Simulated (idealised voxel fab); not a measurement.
The name of this process module is voxel transistor to metal.
Cross-section cut spans 205 nm and uses square cells 5 nm in size.
Each cross-section below is a grid of square cells, stated as bands in top-down order, with one or more rows of cells making up each band. Quick guide to a band line: top height, bottom height (nm) up front; then every material left to right with its width in nm. Only one material and it's marked "edge to edge"? Then it fills the band edge to edge. And "empty" just means empty space. Heights are expressed relative to 0, this being the level below which the as-received wafer comprises one material exclusively. The lowest band is unbounded in the downward direction and is denoted as in "0 down". Quick explanation for "30->40": the width changes in equal steps down the rows of cells, from the first number in the band's top row to the second number in its bottom row. When a step is marked "remains unaltered", none of the cells in the cross-section changed during that step. In "Voids, enclosed" the enclosed voids are listed, meaning empty spaces of 8 cells or larger without any opening to the top. The form is width x height at distance, distance from the left edge, units nm. Post-settings text on a step line: simulator's own remark regarding the step. The "overlay nm" setting may appear on a step's line; for a step that uses a mask, it gives how far to the right of its planned position the mask lay, and a negative value indicates the left.
PROCESS STEPS FORESEEN IN THE PLAN
step 1: RECEIVE (material Si)
step 2: OXIDIZE (depth nm 5)
step 3: CONFORMAL_DEP (material SiN; thk nm 15)
step 4: PATTERN (tone cover; mask id ACTIVE; material resist; width nm 100; thk nm 15; overlay nm 0)
step 5: DIRECTIONAL_ETCH (etch materials SiN; depth nm 15)
step 6: DIRECTIONAL_ETCH (etch materials SiO2; depth nm 5)
step 7: DIRECTIONAL_ETCH (etch materials Si; depth nm 30)
step 8: STRIP (etch materials resist)
step 9: OXIDIZE (depth nm 5)
step 10: FILL_DEP (material SiO2; thk nm 10)
step 11: CMP (height nm 15)
step 12: SELECTIVE_ETCH (etch materials SiO2; depth nm 5)
step 13: STRIP (etch materials SiN)
step 14: SELECTIVE_ETCH (etch materials SiO2; depth nm 5)
step 15: OXIDIZE (depth nm 5)
step 16: DIRECTIONAL_DEP (material polySi; thk nm 30)
step 17: DIRECTIONAL_DEP (material SiCN; thk nm 15)
step 18: MASKED_ETCH (tone cover; mask id GATE; width nm 20; etch materials SiCN; depth nm 25; overlay nm 0)
step 19: MASKED_ETCH (tone cover; mask id GATE; width nm 20; etch materials polySi; depth nm 40; overlay nm 0)
step 20: CONFORMAL_DEP (material SiN; thk nm 10)
step 21: DIRECTIONAL_ETCH (etch materials SiN; depth nm 10)
step 22: DIRECTIONAL_ETCH (etch materials SiO2; depth nm 5)
step 23: DIRECTIONAL_ETCH (etch materials Si; depth nm 10)
step 24: EPI (material SiGe; thk nm 15)
step 25: FILL_DEP (material SiO2; thk nm 10)
step 26: CMP (height nm 40)
step 27: DIRECTIONAL_DEP (material SiO2; thk nm 10)
step 28: PATTERN (tone open; mask id CONTACT; material resist; width nm 20; pitch nm 70; thk nm 15; overlay nm 0)
step 29: DIRECTIONAL_ETCH (etch materials SiO2; depth nm 55)
step 30: STRIP (etch materials resist)
step 31: CONFORMAL_DEP (material TiN; thk nm 5)
step 32: FILL_DEP (material W; thk nm 10)
step 33: CMP (height nm 50)
step 34: DIRECTIONAL_DEP (material TiN; thk nm 5)
step 35: DIRECTIONAL_DEP (material Ru; thk nm 25)
step 36: MASKED_ETCH (tone cover; mask id METAL_1; width nm 20; pitch nm 70; etch materials Ru; depth nm 25; overlay nm 0)
step 37: MASKED_ETCH (tone cover; mask id METAL_1; width nm 20; pitch nm 70; etch materials TiN; depth nm 5; overlay nm 0)
step 38: FILL_DEP (material SiO2; thk nm 5)
step 39: CMP (height nm 80)
step 40: CONFORMAL_DEP (material SiN; thk nm 5)
CROSS-SECTION OF THE WAFER AS IT CAME TO US, I.E., ALREADY THROUGH STEP 1
* 0 down = Si edge to edge
* Voids, enclosed: none
END STATE OF THE MODULE IN CROSS-SECTION, GIVEN THE ABOVE STARTING POINT AND PLAN AND ONE MISTAKE IN EXECUTION
* 85 to 80 = SiN edge to edge
* 80 to 70 = SiO2: 55 | Ru: 20 | SiO2: 50 | Ru: 20 | SiO2: 60
* 70 to 65 = SiO2: 55 | TiN: 20 | SiO2: 50 | TiN: 20 | SiO2: 60
* 65 to 55 = W edge to edge
* 55 to 50 = TiN: 60 | W: 10 | TiN: 60 | W: 10 | TiN: 65
* 50 to 40 = SiO2: 55 | TiN: 5 | W: 10 | TiN: 5 | SiO2: 50 | TiN: 5 | W: 10 | TiN: 5 | SiO2: 60
* 40 to 25 = SiO2: 55 | TiN: 5 | W: 10 | TiN: 5 | SiO2: 5 | SiN: 10 | SiCN: 20 | SiN: 10 | SiO2: 5 | TiN: 5 | W: 10 | TiN: 5 | SiO2: 60
* 25 to 10 = SiO2: 55 | TiN: 5 | W: 10 | TiN: 5 | SiO2: 5 | SiN: 10 | polySi: 20 | SiN: 10 | SiO2: 5 | TiN: 5 | W: 10 | TiN: 5 | SiO2: 60
* 10 to 5 = SiO2: 55 | TiN: 20 | SiO2: 5 | SiN: 10 | polySi: 20 | SiN: 10 | SiO2: 5 | TiN: 20 | SiO2: 60
* 5 to -5 = SiO2: 45 | SiN: 10 | TiN: 10 | SiGe: 15 | SiN: 10 | polySi: 20 | SiN: 10 | SiGe: 15 | TiN: 10 | SiN: 10 | SiO2: 50
* -5 to -10 = SiO2: 55 | SiGe: 25 | SiO2: 40 | SiGe: 25 | SiO2: 60
* -10 to -20 = SiO2: 55 | SiGe: 25 | Si: 40 | SiGe: 25 | SiO2: 60
* -20 to -40 = SiO2: 55 | Si: 90 | SiO2: 60
* -40 down = Si edge to edge
* Voids, enclosed: none
Deviation noted in wafer processing: yeah, step 33 of the plan got skipped, never ran
